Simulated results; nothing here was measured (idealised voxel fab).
Title: Process Module voxel released beams
In the cross-section labelled cut, the width is 165 nm and each square cell is 5 nm.
The cross-sections in this document take the form of a grid made of square cells. They are written out as bands, in order from top to bottom. Each band consists of one or more rows of cells. First you get the band's top height and its bottom height, in nm, and then the materials it's made of, left to right, with each width in nm. If you see a single material with "everywhere", that one covers the band edge to edge. "blank" is empty space. Convention: height 0 is the level below which the wafer, as received, is all one material. The lowest band does not terminate at the bottom but continues downward, represented as "0 and below". Note: "30..40" means the width goes from the first number (top row of the band) to the second number (bottom row) in equal steps per row of cells. What does "no modification" mean for a step? It means no cell of the cross-section changed in that step. "Fully sealed cavities" lists enclosed empty spaces (at least 8 cells, no open path upward to the top), each as width x height at distance from the left edge, in nm. Where a step's line continues beyond its settings, the continuation is a remark by the simulator itself on that step. On any step carrying a mask, the "overlay nm" setting, if present on the step's line, tells how far right of its planned place the mask lay; negative values point to the left.

So here's the lineup of process steps we planned:
1 RECEIVE,material Si
2 CONFORMAL_DEP,material SiN,thk nm 10
3 DIRECTIONAL_DEP,material SiO2,thk nm 20
4 DIRECTIONAL_DEP,material aC,thk nm 15
5 PATTERN,tone open,mask id ANCHOR,material resist,width nm 35,thk nm 30,overlay nm 0
6 DIRECTIONAL_ETCH,etch materials aC,depth nm 15
7 STRIP,etch materials resist
8 DIRECTIONAL_ETCH,etch materials SiO2,depth nm 20
9 STRIP,etch materials aC
10 CONFORMAL_DEP,material polySi,thk nm 15
11 DIRECTIONAL_DEP,material aC,thk nm 15
12 PATTERN,tone cover,mask id BEAM,material resist,width nm 95,thk nm 35,overlay nm 0
13 DIRECTIONAL_ETCH,etch materials aC,depth nm 15
14 STRIP,etch materials resist
15 DIRECTIONAL_ETCH,etch materials polySi,depth nm 15
16 STRIP,etch materials aC
17 STRIP,etch materials SiO2

The cross-section here shows the wafer as received, i.e. in its state after step 1:
> 0 and below | Si everywhere
> Fully sealed cavities: none

Cross-section taken at module completion on the first of two wafers; processed per the plan:
> 45 down to 30 | blank (30); polySi (20); blank (5); polySi (70); blank (40)
> 30 down to 25 | blank (35); polySi (15); blank (5); polySi (15); blank (95)
> 25 down to 10 | blank (35); polySi (35); blank (95)
> 10 down to 0 | SiN everywhere
> 0 and below | Si everywhere
> Fully sealed cavities: none

Now the second wafer, cross-sectioned at the end of the module. Nothing different at the start, nothing different in the plan compared with the first, just one mistake when it was actually run:
> 60 down to 45 | blank (30); polySi (95); blank (40)
> 45 down to 30 | polySi everywhere
> 30 down to 10 | SiO2 (35); polySi (35); SiO2 (95)
> 10 down to 0 | SiN everywhere
> 0 and below | Si everywhere
> Fully sealed cavities: none
Short version of what went wrong: plan step 10 was conducted twice
Final cells, second wafer relative to first, materials higher or lower: SiO2: 104 more; polySi: 103 more
